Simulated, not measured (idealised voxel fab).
process module | voxel self aligned vias
cross-section cut | 285 nm wide | cells 5 nm
A cross-section is a grid of square cells, given in bands from the top down. A band is one or more rows of cells.
Each band's line starts with the height of the band's top and of its bottom, in nm. Then come its materials from left to right, each with its width in nm. One material with "throughout" fills the band from edge to edge. "air" is empty space.
Height 0 is the level under which the wafer as received is all one material. The lowest band goes on downwards, as in "0 down".
A width such as "30 to 40" changes by the same amount from each row of cells to the next, from the band's top row to its bottom row.
"no change" after a step means that no cell of the cross-section changed.
closed voids: empty space of 8 cells or more with no open way to the top, each as width x height at its distance from the left edge, in nm
after a step's settings: what the simulator itself notes on the step
overlay nm, on a step with a mask: how far to the right of its planned place the mask lay; to the left if negative
plan
1 op RECEIVE | material Si
2 op CONFORMAL_DEP | material SiO2 | thk nm 5
3 op CONFORMAL_DEP | material SiCN | thk nm 5
4 op DIRECTIONAL_DEP | material lowk | thk nm 20
5 op MASKED_ETCH | tone open | mask id LINES | width nm 25 | pitch nm 55 | etch materials lowk | depth nm 20 | overlay nm 0
6 op CONFORMAL_DEP | material TiN | thk nm 5
7 op FILL_DEP | material Ru | thk nm 10
8 op CMP | height nm 35
9 op SELECTIVE_ETCH | etch materials W Ru TiN | depth nm 5
10 op FILL_DEP | material SiN | thk nm 10
11 op CMP | height nm 35
12 op DIRECTIONAL_DEP | material lowk | thk nm 20
13 op PATTERN | tone open | mask id VIAS | material resist | width nm 35 | pitch nm 110 | thk nm 20 | overlay nm 0
14 op DIRECTIONAL_ETCH | etch materials lowk | depth nm 20
15 op DIRECTIONAL_ETCH | etch materials SiN | depth nm 5
16 op STRIP | etch materials resist
17 op CONFORMAL_DEP | material TiN | thk nm 5
18 op FILL_DEP | material W | thk nm 5
19 op CMP | height nm 55
20 op CONFORMAL_DEP | material SiN | thk nm 5
varied across the wafers: thk nm of step 2. The plan shows the first wafer's value. All wafers start alike
first wafer as received, after step 1
  0 down: Si throughout
  closed voids: none
each wafer at the end: cells of each material gained (+) or lost (-) since it was received, then its closed voids
thk nm 5 | +27 Ru | +57 SiCN | +100 SiN | +57 SiO2 | +63 TiN | +40 W | +340 lowk | closed voids: none
thk nm 10 | +18 Ru | +57 SiCN | +62 SiN | +114 SiO2 | +57 TiN | +36 W | +340 lowk | closed voids: none
thk nm 15 | +9 Ru | +57 SiCN | +62 SiN | +171 SiO2 | +51 TiN | +36 W | +298 lowk | closed voids: none
thk nm 20 | +57 SiCN | +62 SiN | +228 SiO2 | +45 TiN | +36 W | +256 lowk | closed voids: none
thk nm 25 | +57 SiCN | +62 SiN | +285 SiO2 | +30 TiN | +36 W | +214 lowk | closed voids: none
